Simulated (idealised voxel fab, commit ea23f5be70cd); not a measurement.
The following is a process module called voxel double patterning.
Square cell edge 5 nm, section width 180 nm, ID cut.
For the purposes of this document, a cross-section shall be understood as a grid of square cells, specified as bands listed in top-to-bottom order, each band consisting of one or more rows of cells. First you get the band's top height and its bottom height, in nm, and then the materials it's made of, left to right, with each width in nm. If you see a single material with "edge to edge", that one covers the band edge to edge. "air" is empty space. Heads up on the height convention: 0 is the point under which the incoming wafer is all one material, and the lowest band has no bottom, it just keeps going down, like "0 and below". Graded width ("30 to 40"): value in top row of band = first number; value in bottom row = second number; row-to-row change constant. Take "no alterations made" at face value: in the step it is given for, the cross-section changed in none of its cells. Empty spaces without an open route to the top, at least 8 cells in extent, make up the entry "Enclosed void inventory"; each is given as width x height at distance, where the distance is measured from the left edge, and all are in nm. Heads up: the bit after the settings on a step's line is the simulator's remark on that step. overlay nm, on a step with a mask: how far to the right of its planned place the mask lay; to the left if negative.

-- Set out below are the planned steps of the process
1: RECEIVE [material Si]
2: CONFORMAL_DEP [material SiO2] [thk nm 10]
3: DIRECTIONAL_DEP [material W] [thk nm 20]
4: DIRECTIONAL_DEP [material SiN] [thk nm 5]
5: PATTERN [tone open] [mask id FIRST] [material resist] [width nm 15] [pitch nm 50] [thk nm 15] [overlay nm 0]
6: DIRECTIONAL_ETCH [etch materials SiN] [depth nm 5]
7: STRIP [etch materials resist]
8: DIRECTIONAL_DEP [material aC] [thk nm 5]
9: PATTERN [tone open] [mask id SECOND] [material resist] [width nm 15] [pitch nm 50] [thk nm 30] [overlay nm 0]
10: DIRECTIONAL_ETCH [etch materials aC] [depth nm 15]
11: STRIP [etch materials resist]
12: DIRECTIONAL_ETCH [etch materials SiN] [depth nm 5]
13: STRIP [etch materials aC]
14: DIRECTIONAL_ETCH [etch materials W] [depth nm 20]
15: STRIP [etch materials SiN]
Split variable: thk nm, step 8. Plan value = first wafer. Wafers start alike.

-- Here's the first of the wafers in cross-section, just as we got it, i.e. after step 1
    0 and below  Si edge to edge
    Enclosed void inventory: none

-- Basically each wafer gets a line in the table, showing it at the end of the module: material by material, the cells it gained (+) or lost (-) since we got it, then its closed voids
thk nm 5 | +72 SiO2 | +84 W | Enclosed void inventory: none
thk nm 10 | +72 SiO2 | +84 W | Enclosed void inventory: none
thk nm 15 | +72 SiO2 | +84 W | Enclosed void inventory: none
thk nm 20 | +72 SiO2 | +108 W | Enclosed void inventory: none
thk nm 25 | +72 SiO2 | +108 W | Enclosed void inventory: none
thk nm 30 | +72 SiO2 | +108 W | Enclosed void inventory: none
